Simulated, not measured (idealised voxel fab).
process module | voxel gate over fins
cross-section cut | 195 nm wide | cells 5 nm
A cross-section is a grid of square cells, given in bands from the top down. A band is one or more rows of cells.
Each band's line starts with the height of the band's top and of its bottom, in nm. Then come its materials from left to right, each with its width in nm. One material with "throughout" fills the band from edge to edge. "air" is empty space.
Height 0 is the level under which the wafer as received is all one material. The lowest band goes on downwards, as in "0 down".
A width such as "30 to 40" changes by the same amount from each row of cells to the next, from the band's top row to its bottom row.
"no change" after a step means that no cell of the cross-section changed.
closed voids: empty space of 8 cells or more with no open way to the top, each as width x height at its distance from the left edge, in nm
after a step's settings: what the simulator itself notes on the step
overlay nm, on a step with a mask: how far to the right of its planned place the mask lay; to the left if negative
plan
1 op RECEIVE | material Si
2 op CONFORMAL_DEP | material SiN | thk nm 5
3 op MASKED_ETCH | tone cover | mask id FINS | width nm 15 | pitch nm 55 | etch materials SiN | depth nm 5 | overlay nm 0
4 op MASKED_ETCH | tone cover | mask id FINS | width nm 15 | pitch nm 55 | etch materials Si | depth nm 35 | overlay nm 0
5 op FILL_DEP | material SiO2 | thk nm 15
6 op CMP | height nm 5
7 op DIRECTIONAL_DEP | material aC | thk nm 15
8 op PATTERN | tone open | mask id RAIL | material resist | width nm 15 | thk nm 30 | overlay nm 0
9 op DIRECTIONAL_ETCH | etch materials aC | depth nm 15
10 op STRIP | etch materials resist
11 op DIRECTIONAL_ETCH | etch materials SiO2 | depth nm 35
12 op STRIP | etch materials aC
13 op CONFORMAL_DEP | material TiN | thk nm 5
14 op FILL_DEP | material W | thk nm 5
15 op CMP | height nm 5
16 op SELECTIVE_ETCH | etch materials W Ru TiN | depth nm 20
17 op FILL_DEP | material SiO2 | thk nm 5
18 op CMP | height nm 5
19 op SELECTIVE_ETCH | etch materials SiO2 | depth nm 15
20 op STRIP | etch materials SiN
21 op CONFORMAL_DEP | material HfO2 | thk nm 5
22 op CONFORMAL_DEP | material TiN | thk nm 5
23 op FILL_DEP | material W | thk nm 15
24 op CMP | height nm 20
25 op CONFORMAL_DEP | material SiCN | thk nm 5
as received, after step 1
  0 down: Si throughout
  closed voids: none
a wafer at the end: this start, this plan, one mistake
  25 to 20: SiCN throughout
  20 to 5: W throughout
  5 to 0: W 30 | TiN 25 | W 30 | TiN 25 | W 30 | TiN 25 | W 30
  0 to -5: W 30 | TiN 5 | Si 15 | TiN 5 | W 30 | TiN 5 | Si 15 | TiN 5 | W 30 | TiN 5 | Si 15 | TiN 5 | W 30
  -5 to -10: TiN 35 | Si 15 | TiN 40 | Si 15 | TiN 40 | Si 15 | TiN 35
  -10 to -15: SiO2 35 | Si 15 | SiO2 40 | Si 15 | SiO2 40 | Si 15 | SiO2 35
  -15 to -25: SiO2 35 | Si 15 | SiO2 10 | TiN 5 | W 5 | TiN 5 | SiO2 15 | Si 15 | SiO2 40 | Si 15 | SiO2 35
  -25 to -30: SiO2 35 | Si 15 | SiO2 10 | TiN 15 | SiO2 15 | Si 15 | SiO2 40 | Si 15 | SiO2 35
  -30 to -35: SiO2 35 | Si 15 | SiO2 40 | Si 15 | SiO2 40 | Si 15 | SiO2 35
  -35 down: Si throughout
  closed voids: none
what went wrong: step 21 was left out
